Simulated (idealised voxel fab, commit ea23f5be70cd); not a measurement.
process module | voxel capacitor over wiring
cross-section cut | 220 nm wide | cells 5 nm
A cross-section is a grid of square cells, given in bands from the top down. A band is one or more rows of cells.
Each band's line starts with the height of the band's top and of its bottom, in nm. Then come its materials from left to right, each with its width in nm. One material with "throughout" fills the band from edge to edge. "air" is empty space.
Height 0 is the level under which the wafer as received is all one material. The lowest band goes on downwards, as in "0 down".
A width such as "30 to 40" changes by the same amount from each row of cells to the next, from the band's top row to its bottom row.
"no change" after a step means that no cell of the cross-section changed.
closed voids: empty space of 8 cells or more with no open way to the top, each as width x height at its distance from the left edge, in nm
after a step's settings: what the simulator itself notes on the step
overlay nm, on a step with a mask: how far to the right of its planned place the mask lay; to the left if negative
plan
1 op RECEIVE | material Si
2 op CONFORMAL_DEP | material SiO2 | thk nm 10
3 op DIRECTIONAL_DEP | material TiN | thk nm 5
4 op DIRECTIONAL_DEP | material W | thk nm 20
5 op MASKED_ETCH | tone cover | mask id METAL_1 | width nm 30 | pitch nm 100 | etch materials W | depth nm 20 | overlay nm 0
6 op MASKED_ETCH | tone cover | mask id METAL_1 | width nm 30 | pitch nm 100 | etch materials TiN | depth nm 5 | overlay nm 0
7 op CONFORMAL_DEP | material SiN | thk nm 5
8 op FILL_DEP | material lowk | thk nm 10
9 op CMP | height nm 35
10 op CONFORMAL_DEP | material SiCN | thk nm 5
11 op DIRECTIONAL_DEP | material lowk | thk nm 15
12 op PATTERN | tone open | mask id PLUG_1 | material resist | width nm 15 | thk nm 15 | overlay nm 0
13 op DIRECTIONAL_ETCH | etch materials lowk | depth nm 15
14 op DIRECTIONAL_ETCH | etch materials SiCN | depth nm 5
15 op STRIP | etch materials resist
16 op EPI | material Ru | thk nm 10
17 op EPI | material Ru | thk nm 10
18 op DIRECTIONAL_DEP | material TiN | thk nm 10
19 op DIRECTIONAL_DEP | material Al2O3 | thk nm 5
20 op DIRECTIONAL_DEP | material TiN | thk nm 5
21 op MASKED_ETCH | tone cover | mask id UPPER_PLATE | width nm 75 | etch materials TiN | depth nm 5 | overlay nm 0
22 op MASKED_ETCH | tone cover | mask id UPPER_PLATE | width nm 75 | etch materials Al2O3 | depth nm 5 | overlay nm 0
23 op MASKED_ETCH | tone cover | mask id LOWER_PLATE | width nm 85 | etch materials TiN | depth nm 10 | overlay nm 0
24 op FILL_DEP | material SiO2 | thk nm 15
25 op CMP | height nm 85
26 op MASKED_ETCH | tone open | mask id PLUG_2 | width nm 15 | etch materials SiO2 | depth nm 10 | overlay nm 0
27 op CONFORMAL_DEP | material TiN | thk nm 5
28 op FILL_DEP | material W | thk nm 10
29 op CMP | height nm 85
30 op CONFORMAL_DEP | material SiN | thk nm 5
as received, after step 1
  0 down: Si throughout
  closed voids: none
first wafer at the end, as planned
  90 to 85: SiN throughout
  85 to 80: SiO2 70 | TiN 5 | W 5 | TiN 5 | SiO2 135
  80 to 70: SiO2 70 to 60 | TiN 15 to 75 | SiO2 135 to 85
  70 to 65: SiO2 60 | Al2O3 75 | SiO2 85
  65 to 55: SiO2 55 | TiN 85 | SiO2 80
  55 to 40: lowk 60 | Ru 15 | lowk 145
  40 to 35: SiCN 60 | Ru 15 | SiCN 145
  35 to 15: lowk 40 | SiN 5 | W 30 | SiN 5 | lowk 60 | SiN 5 | W 30 | SiN 5 | lowk 40
  15 to 10: SiN 45 | TiN 30 | SiN 70 | TiN 30 | SiN 45
  10 to 0: SiO2 throughout
  0 down: Si throughout
  closed voids: none
second wafer at the end: like start, like plan, one mistake
  90 to 85: SiN throughout
  85 to 80: SiO2 70 | TiN 5 | W 5 | TiN 5 | SiO2 135
  80 to 70: SiO2 70 to 60 | TiN 15 to 75 | SiO2 135 to 85
  70 to 65: SiO2 60 | Al2O3 75 | SiO2 85
  65 to 55: SiO2 50 | TiN 85 | SiO2 85
  55 to 40: lowk 60 | Ru 15 | lowk 145
  40 to 35: SiCN 60 | Ru 15 | SiCN 145
  35 to 15: lowk 40 | SiN 5 | W 30 | SiN 5 | lowk 60 | SiN 5 | W 30 | SiN 5 | lowk 40
  15 to 10: SiN 45 | TiN 30 | SiN 70 | TiN 30 | SiN 45
  10 to 0: SiO2 throughout
  0 down: Si throughout
  closed voids: none
what went wrong: step 23 ran as: op MASKED_ETCH | tone cover | mask id LOWER_PLATE | width nm 85 | etch materials TiN | depth nm 10 | overlay nm -5
at the end the second wafer has, in cells: as many of each material as the first, in other places
